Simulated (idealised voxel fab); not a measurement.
process module | voxel ribs on slabs
cross-section cut | 145 nm wide | cells 5 nm
A cross-section is a grid of square cells, given in bands from the top down. A band is one or more rows of cells.
Each band's line starts with the height of the band's top and of its bottom, in nm. Then come its materials from left to right, each with its width in nm. One material with "throughout" fills the band from edge to edge. "air" is empty space.
Height 0 is the level under which the wafer as received is all one material. The lowest band goes on downwards, as in "0 down".
A width such as "30 to 40" changes by the same amount from each row of cells to the next, from the band's top row to its bottom row.
"no change" after a step means that no cell of the cross-section changed.
closed voids: empty space of 8 cells or more with no open way to the top, each as width x height at its distance from the left edge, in nm
after a step's settings: what the simulator itself notes on the step
overlay nm, on a step with a mask: how far to the right of its planned place the mask lay; to the left if negative
plan
1 op RECEIVE | material Si
2 op DIRECTIONAL_DEP | material SiO2 | thk nm 25
3 op DIRECTIONAL_DEP | material polySi | thk nm 15
4 op DIRECTIONAL_DEP | material aC | thk nm 15
5 op PATTERN | tone cover | mask id RIB | material resist | width nm 25 | thk nm 35 | overlay nm -15
6 op DIRECTIONAL_ETCH | etch materials aC | depth nm 15
7 op STRIP | etch materials resist
8 op DIRECTIONAL_ETCH | etch materials polySi | depth nm 10
9 op STRIP | etch materials aC
10 op DIRECTIONAL_DEP | material aC | thk nm 10
11 op PATTERN | tone cover | mask id SLAB | material resist | width nm 85 | thk nm 25 | overlay nm 0
12 op DIRECTIONAL_ETCH | etch materials aC | depth nm 10
13 op STRIP | etch materials resist
14 op DIRECTIONAL_ETCH | etch materials polySi | depth nm 5
15 op STRIP | etch materials aC
16 op FILL_DEP | material SiO2 | thk nm 20
17 op CMP | height nm 50
18 op DIRECTIONAL_DEP | material W | thk nm 10
19 op PATTERN | tone cover | mask id HEATER | material resist | width nm 35 | thk nm 15 | overlay nm 0
20 op DIRECTIONAL_ETCH | etch materials W | depth nm 10
21 op STRIP | etch materials resist
22 op CONFORMAL_DEP | material SiN | thk nm 10
varied across the wafers: overlay nm of step 5. The plan shows the first wafer's value. All wafers start alike
first wafer as received, after step 1
  0 down: Si throughout
  closed voids: none
each wafer at the end: cells of each material gained (+) or lost (-) since it was received, then its closed voids
overlay nm -15 | +66 SiN | +263 SiO2 | +14 W | +27 polySi | closed voids: none
overlay nm -10 | +66 SiN | +263 SiO2 | +14 W | +27 polySi | closed voids: none
overlay nm -5 | +66 SiN | +263 SiO2 | +14 W | +27 polySi | closed voids: none
overlay nm 0 | +66 SiN | +263 SiO2 | +14 W | +27 polySi | closed voids: none
overlay nm 5 | +66 SiN | +263 SiO2 | +14 W | +27 polySi | closed voids: none
overlay nm 10 | +66 SiN | +263 SiO2 | +14 W | +27 polySi | closed voids: none
overlay nm 15 | +66 SiN | +263 SiO2 | +14 W | +27 polySi | closed voids: none
